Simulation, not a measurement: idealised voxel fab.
process module | voxel capacitor over wiring
cross-section cut | 170 nm wide | cells 5 nm
A cross-section is a grid of square cells, given in bands from the top down. A band is one or more rows of cells.
Each band's line starts with the height of the band's top and of its bottom, in nm. Then come its materials from left to right, each with its width in nm. One material with "throughout" fills the band from edge to edge. "air" is empty space.
Height 0 is the level under which the wafer as received is all one material. The lowest band goes on downwards, as in "0 down".
A width such as "30 to 40" changes by the same amount from each row of cells to the next, from the band's top row to its bottom row.
"no change" after a step means that no cell of the cross-section changed.
closed voids: empty space of 8 cells or more with no open way to the top, each as width x height at its distance from the left edge, in nm
after a step's settings: what the simulator itself notes on the step
overlay nm, on a step with a mask: how far to the right of its planned place the mask lay; to the left if negative
plan
1 op RECEIVE | material Si
2 op CONFORMAL_DEP | material SiO2 | thk nm 10
3 op CONFORMAL_DEP | material SiN | thk nm 5
4 op DIRECTIONAL_DEP | material lowk | thk nm 20
5 op PATTERN | tone open | mask id METAL_1 | material resist | width nm 25 | pitch nm 90 | thk nm 20 | overlay nm 0
6 op DIRECTIONAL_ETCH | etch materials lowk | depth nm 20
7 op DIRECTIONAL_ETCH | etch materials SiN | depth nm 5
8 op STRIP | etch materials resist
9 op CONFORMAL_DEP | material TiN | thk nm 5
10 op FILL_DEP | material Ru | thk nm 5
11 op CMP | height nm 35
12 op CONFORMAL_DEP | material SiCN | thk nm 5
13 op DIRECTIONAL_DEP | material lowk | thk nm 20
14 op MASKED_ETCH | tone open | mask id PLUG_1 | width nm 15 | etch materials lowk | depth nm 20 | overlay nm 0
15 op MASKED_ETCH | tone open | mask id PLUG_1 | width nm 15 | etch materials SiCN | depth nm 5 | overlay nm 0
16 op CONFORMAL_DEP | material TiN | thk nm 5
17 op FILL_DEP | material Ru | thk nm 5
18 op CMP | height nm 60
19 op DIRECTIONAL_DEP | material TiN | thk nm 5
20 op DIRECTIONAL_DEP | material SiN | thk nm 5
21 op DIRECTIONAL_DEP | material TiN | thk nm 10
22 op MASKED_ETCH | tone cover | mask id UPPER_PLATE | width nm 70 | etch materials TiN | depth nm 10 | overlay nm 0
23 op MASKED_ETCH | tone cover | mask id UPPER_PLATE | width nm 70 | etch materials SiN | depth nm 5 | overlay nm 0
24 op MASKED_ETCH | tone cover | mask id LOWER_PLATE | width nm 80 | etch materials TiN | depth nm 5 | overlay nm 0
25 op FILL_DEP | material SiO2 | thk nm 20
26 op CMP | height nm 95
27 op PATTERN | tone open | mask id PLUG_2 | material resist | width nm 15 | thk nm 15 | overlay nm 0
28 op DIRECTIONAL_ETCH | etch materials SiO2 | depth nm 15
29 op STRIP | etch materials resist
30 op CONFORMAL_DEP | material TiN | thk nm 5
31 op FILL_DEP | material Ru | thk nm 5
32 op CMP | height nm 95
33 op CONFORMAL_DEP | material SiCN | thk nm 5
as received, after step 1
  0 down: Si throughout
  closed voids: none
a wafer at the end: this start, this plan, one mistake
  100 to 95: SiCN throughout
  95 to 85: SiO2 45 | TiN 5 | Ru 5 | TiN 5 | SiO2 110
  85 to 80: SiO2 45 | TiN 15 | SiO2 110
  80 to 70: SiO2 35 | TiN 70 | SiO2 65
  70 to 65: SiO2 35 | SiN 70 | SiO2 65
  65 to 60: SiO2 30 | TiN 80 | SiO2 60
  60 to 45: lowk 35 | TiN 5 | Ru 5 | TiN 5 | lowk 120
  45 to 40: lowk 35 | TiN 15 | lowk 120
  40 to 35: SiCN 35 | TiN 10 | SiCN 125
  35 to 15: lowk 25 | TiN 5 | Ru 15 | TiN 5 | lowk 65 | TiN 5 | Ru 15 | TiN 5 | lowk 30
  15 to 10: SiN 25 | TiN 25 | SiN 65 | TiN 25 | SiN 30
  10 to 0: SiO2 throughout
  0 down: Si throughout
  closed voids: none
what went wrong: step 15 ran as: op MASKED_ETCH | tone open | mask id PLUG_1 | width nm 15 | etch materials SiCN | depth nm 5 | overlay nm -5
